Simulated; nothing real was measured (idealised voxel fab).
process module | voxel capacitor over wiring
cross-section cut | 275 nm wide | cells 5 nm
A cross-section is a grid of square cells, given in bands from the top down. A band is one or more rows of cells.
Each band's line starts with the height of the band's top and of its bottom, in nm. Then come its materials from left to right, each with its width in nm. One material with "throughout" fills the band from edge to edge. "air" is empty space.
Height 0 is the level under which the wafer as received is all one material. The lowest band goes on downwards, as in "0 down".
A width such as "30 to 40" changes by the same amount from each row of cells to the next, from the band's top row to its bottom row.
"no change" after a step means that no cell of the cross-section changed.
closed voids: empty space of 8 cells or more with no open way to the top, each as width x height at its distance from the left edge, in nm
after a step's settings: what the simulator itself notes on the step
overlay nm, on a step with a mask: how far to the right of its planned place the mask lay; to the left if negative
plan
1 op RECEIVE | material Si
2 op CONFORMAL_DEP | material SiO2 | thk nm 15
3 op DIRECTIONAL_DEP | material TiN | thk nm 5
4 op DIRECTIONAL_DEP | material W | thk nm 20
5 op MASKED_ETCH | tone cover | mask id METAL_1 | width nm 30 | pitch nm 90 | etch materials W | depth nm 20 | overlay nm 0
6 op MASKED_ETCH | tone cover | mask id METAL_1 | width nm 30 | pitch nm 90 | etch materials TiN | depth nm 5 | overlay nm 0
7 op CONFORMAL_DEP | material SiN | thk nm 5
8 op FILL_DEP | material lowk | thk nm 10
9 op CMP | height nm 40
10 op CONFORMAL_DEP | material SiCN | thk nm 5
11 op DIRECTIONAL_DEP | material lowk | thk nm 15
12 op MASKED_ETCH | tone open | mask id PLUG_1 | width nm 15 | etch materials lowk | depth nm 15 | overlay nm 0
13 op MASKED_ETCH | tone open | mask id PLUG_1 | width nm 15 | etch materials SiCN | depth nm 5 | overlay nm 0
14 op EPI | material Ru | thk nm 10
15 op EPI | material Ru | thk nm 10
16 op DIRECTIONAL_DEP | material TiN | thk nm 10
17 op DIRECTIONAL_DEP | material HfO2 | thk nm 5
18 op DIRECTIONAL_DEP | material TiN | thk nm 10
19 op MASKED_ETCH | tone cover | mask id UPPER_PLATE | width nm 65 | etch materials TiN | depth nm 10 | overlay nm 0
20 op MASKED_ETCH | tone cover | mask id UPPER_PLATE | width nm 65 | etch materials HfO2 | depth nm 5 | overlay nm 0
21 op PATTERN | tone cover | mask id LOWER_PLATE | material resist | width nm 75 | thk nm 20 | overlay nm 0
22 op DIRECTIONAL_ETCH | etch materials TiN | depth nm 10
23 op STRIP | etch materials resist
24 op FILL_DEP | material SiO2 | thk nm 15
25 op CMP | height nm 95
26 op DIRECTIONAL_DEP | material aC | thk nm 10
27 op PATTERN | tone open | mask id PLUG_2 | material resist | width nm 15 | thk nm 30 | overlay nm 0
28 op DIRECTIONAL_ETCH | etch materials aC | depth nm 10
29 op STRIP | etch materials resist
30 op DIRECTIONAL_ETCH | etch materials SiO2 | depth nm 10
31 op STRIP | etch materials aC
32 op CONFORMAL_DEP | material TiN | thk nm 5
33 op FILL_DEP | material Ru | thk nm 5
34 op CMP | height nm 95
35 op CONFORMAL_DEP | material SiN | thk nm 5
first wafer, as planned
as received, after step 1
  0 down: Si throughout
  closed voids: none
after step 2
  15 to 0: SiO2 throughout
  below 0: unchanged
after step 3
  20 to 15: TiN throughout
  below 15: unchanged
after step 4
  40 to 20: W throughout
  below 20: unchanged
after step 5
  40 to 20: air 75 | W 30 | air 60 | W 30 | air 80
  below 20: unchanged
after step 6
  40 to 20: air 75 | W 30 | air 60 | W 30 | air 80
  20 to 15: air 75 | TiN 30 | air 60 | TiN 30 | air 80
  below 15: unchanged
after step 7
  45 to 40: air 70 | SiN 40 | air 50 | SiN 40 | air 75
  40 to 20: air 70 | SiN 5 | W 30 | SiN 5 | air 50 | SiN 5 | W 30 | SiN 5 | air 75
  20 to 15: SiN 75 | TiN 30 | SiN 60 | TiN 30 | SiN 80
  below 15: unchanged
after step 8
  55 to 45: lowk throughout
  45 to 40: lowk 70 | SiN 40 | lowk 50 | SiN 40 | lowk 75
  40 to 20: lowk 70 | SiN 5 | W 30 | SiN 5 | lowk 50 | SiN 5 | W 30 | SiN 5 | lowk 75
  below 20: unchanged
after step 9
  40 to 20: lowk 70 | SiN 5 | W 30 | SiN 5 | lowk 50 | SiN 5 | W 30 | SiN 5 | lowk 75
  below 20: unchanged
after step 10
  45 to 40: SiCN throughout
  below 40: unchanged
after step 11
  60 to 45: lowk throughout
  below 45: unchanged
after step 12
  60 to 45: lowk 90 | air 15 | lowk 170
  below 45: unchanged
after step 13
  60 to 45: lowk 90 | air 15 | lowk 170
  45 to 40: SiCN 90 | air 15 | SiCN 170
  below 40: unchanged
after step 14
  60 to 50: lowk 90 | air 15 | lowk 170
  50 to 45: lowk 90 | Ru 15 | lowk 170
  45 to 40: SiCN 90 | Ru 15 | SiCN 170
  below 40: unchanged
after step 15
  60 to 45: lowk 90 | Ru 15 | lowk 170
  below 45: unchanged
after step 16
  70 to 60: TiN throughout
  below 60: unchanged
after step 17
  75 to 70: HfO2 throughout
  below 70: unchanged
after step 18
  85 to 75: TiN throughout
  below 75: unchanged
after step 19
  85 to 75: air 90 | TiN 65 | air 120
  below 75: unchanged
after step 20
  85 to 75: air 90 | TiN 65 | air 120
  75 to 70: air 90 | HfO2 65 | air 120
  below 70: unchanged
after step 21
  105 to 85: air 85 | resist 75 | air 115
  85 to 75: air 85 | resist 5 | TiN 65 | resist 5 | air 115
  75 to 70: air 85 | resist 5 | HfO2 65 | resist 5 | air 115
  below 70: unchanged
after step 22
  105 to 85: air 85 | resist 75 | air 115
  85 to 75: air 85 | resist 5 | TiN 65 | resist 5 | air 115
  75 to 70: air 85 | resist 5 | HfO2 65 | resist 5 | air 115
  70 to 60: air 85 | TiN 75 | air 115
  below 60: unchanged
after step 23
  85 to 75: air 90 | TiN 65 | air 120
  75 to 70: air 90 | HfO2 65 | air 120
  below 70: unchanged
after step 24
  100 to 85: SiO2 throughout
  85 to 75: SiO2 90 | TiN 65 | SiO2 120
  75 to 70: SiO2 90 | HfO2 65 | SiO2 120
  70 to 60: SiO2 85 | TiN 75 | SiO2 115
  below 60: unchanged
after step 25
  95 to 85: SiO2 throughout
  below 85: unchanged
after step 26
  105 to 95: aC throughout
  below 95: unchanged
after step 27
  135 to 105: resist 100 | air 15 | resist 160
  below 105: unchanged
after step 28
  125 to 105: resist 100 | air 15 | resist 160
  105 to 95: aC 100 | air 15 | aC 160
  below 95: unchanged
after step 29
  105 to 95: aC 100 | air 15 | aC 160
  below 95: unchanged
after step 30
  105 to 95: aC 100 | air 15 | aC 160
  95 to 85: SiO2 100 | air 15 | SiO2 160
  below 85: unchanged
after step 31
  95 to 85: SiO2 100 | air 15 | SiO2 160
  below 85: unchanged
after step 32
  100 to 95: TiN 105 | air 5 | TiN 165
  95 to 90: SiO2 100 | TiN 5 | air 5 | TiN 5 | SiO2 160
  90 to 85: SiO2 100 | TiN 15 | SiO2 160
  below 85: unchanged
after step 33
  105 to 100: Ru throughout
  100 to 95: TiN 105 | Ru 5 | TiN 165
  95 to 90: SiO2 100 | TiN 5 | Ru 5 | TiN 5 | SiO2 160
  below 90: unchanged
after step 34
  95 to 90: SiO2 100 | TiN 5 | Ru 5 | TiN 5 | SiO2 160
  below 90: unchanged
after step 35
  100 to 95: SiN throughout
  below 95: unchanged
second wafer: like start, like plan, one mistake. Through step 2 it matches the first wafer
when step 3 should have ended
  20 to 0: SiO2 throughout
  below 0: unchanged
when step 4 should have ended
  40 to 20: W throughout
  below 20: unchanged
when step 5 should have ended
  40 to 20: air 75 | W 30 | air 60 | W 30 | air 80
  below 20: unchanged
when step 6 should have ended: no change
when step 7 should have ended
  45 to 40: air 70 | SiN 40 | air 50 | SiN 40 | air 75
  40 to 25: air 70 | SiN 5 | W 30 | SiN 5 | air 50 | SiN 5 | W 30 | SiN 5 | air 75
  25 to 20: SiN 75 | W 30 | SiN 60 | W 30 | SiN 80
  below 20: unchanged
when step 8 should have ended
  55 to 45: lowk throughout
  45 to 40: lowk 70 | SiN 40 | lowk 50 | SiN 40 | lowk 75
  40 to 25: lowk 70 | SiN 5 | W 30 | SiN 5 | lowk 50 | SiN 5 | W 30 | SiN 5 | lowk 75
  below 25: unchanged
when step 9 should have ended
  40 to 25: lowk 70 | SiN 5 | W 30 | SiN 5 | lowk 50 | SiN 5 | W 30 | SiN 5 | lowk 75
  below 25: unchanged
when step 10 should have ended
  45 to 40: SiCN throughout
  below 40: unchanged
when step 11 should have ended
  60 to 45: lowk throughout
  below 45: unchanged
when step 12 should have ended
  60 to 45: lowk 90 | air 15 | lowk 170
  below 45: unchanged
when step 13 should have ended
  60 to 45: lowk 90 | air 15 | lowk 170
  45 to 40: SiCN 90 | air 15 | SiCN 170
  below 40: unchanged
when step 14 should have ended
  60 to 50: lowk 90 | air 15 | lowk 170
  50 to 45: lowk 90 | Ru 15 | lowk 170
  45 to 40: SiCN 90 | Ru 15 | SiCN 170
  below 40: unchanged
when step 15 should have ended
  60 to 45: lowk 90 | Ru 15 | lowk 170
  below 45: unchanged
when step 16 should have ended
  70 to 60: TiN throughout
  below 60: unchanged
when step 17 should have ended
  75 to 70: HfO2 throughout
  below 70: unchanged
when step 18 should have ended
  85 to 75: TiN throughout
  below 75: unchanged
when step 19 should have ended
  85 to 75: air 90 | TiN 65 | air 120
  below 75: unchanged
when step 20 should have ended
  85 to 75: air 90 | TiN 65 | air 120
  75 to 70: air 90 | HfO2 65 | air 120
  below 70: unchanged
when step 21 should have ended
  105 to 85: air 85 | resist 75 | air 115
  85 to 75: air 85 | resist 5 | TiN 65 | resist 5 | air 115
  75 to 70: air 85 | resist 5 | HfO2 65 | resist 5 | air 115
  below 70: unchanged
when step 22 should have ended
  105 to 85: air 85 | resist 75 | air 115
  85 to 75: air 85 | resist 5 | TiN 65 | resist 5 | air 115
  75 to 70: air 85 | resist 5 | HfO2 65 | resist 5 | air 115
  70 to 60: air 85 | TiN 75 | air 115
  below 60: unchanged
when step 23 should have ended
  85 to 75: air 90 | TiN 65 | air 120
  75 to 70: air 90 | HfO2 65 | air 120
  below 70: unchanged
when step 24 should have ended
  100 to 85: SiO2 throughout
  85 to 75: SiO2 90 | TiN 65 | SiO2 120
  75 to 70: SiO2 90 | HfO2 65 | SiO2 120
  70 to 60: SiO2 85 | TiN 75 | SiO2 115
  below 60: unchanged
when step 25 should have ended
  95 to 85: SiO2 throughout
  below 85: unchanged
when step 26 should have ended
  105 to 95: aC throughout
  below 95: unchanged
when step 27 should have ended
  135 to 105: resist 100 | air 15 | resist 160
  below 105: unchanged
when step 28 should have ended
  125 to 105: resist 100 | air 15 | resist 160
  105 to 95: aC 100 | air 15 | aC 160
  below 95: unchanged
when step 29 should have ended
  105 to 95: aC 100 | air 15 | aC 160
  below 95: unchanged
when step 30 should have ended
  105 to 95: aC 100 | air 15 | aC 160
  95 to 85: SiO2 100 | air 15 | SiO2 160
  below 85: unchanged
when step 31 should have ended
  95 to 85: SiO2 100 | air 15 | SiO2 160
  below 85: unchanged
when step 32 should have ended
  100 to 95: TiN 105 | air 5 | TiN 165
  95 to 90: SiO2 100 | TiN 5 | air 5 | TiN 5 | SiO2 160
  90 to 85: SiO2 100 | TiN 15 | SiO2 160
  below 85: unchanged
when step 33 should have ended
  105 to 100: Ru throughout
  100 to 95: TiN 105 | Ru 5 | TiN 165
  95 to 90: SiO2 100 | TiN 5 | Ru 5 | TiN 5 | SiO2 160
  below 90: unchanged
when step 34 should have ended
  95 to 90: SiO2 100 | TiN 5 | Ru 5 | TiN 5 | SiO2 160
  below 90: unchanged
when step 35 should have ended
  100 to 95: SiN throughout
  below 95: unchanged
what went wrong: step 3 ran as: op DIRECTIONAL_DEP | material SiO2 | thk nm 5
at the end the second wafer has, in cells: 4 fewer of SiN | 55 more of SiO2 | 12 fewer of TiN | 39 fewer of lowk
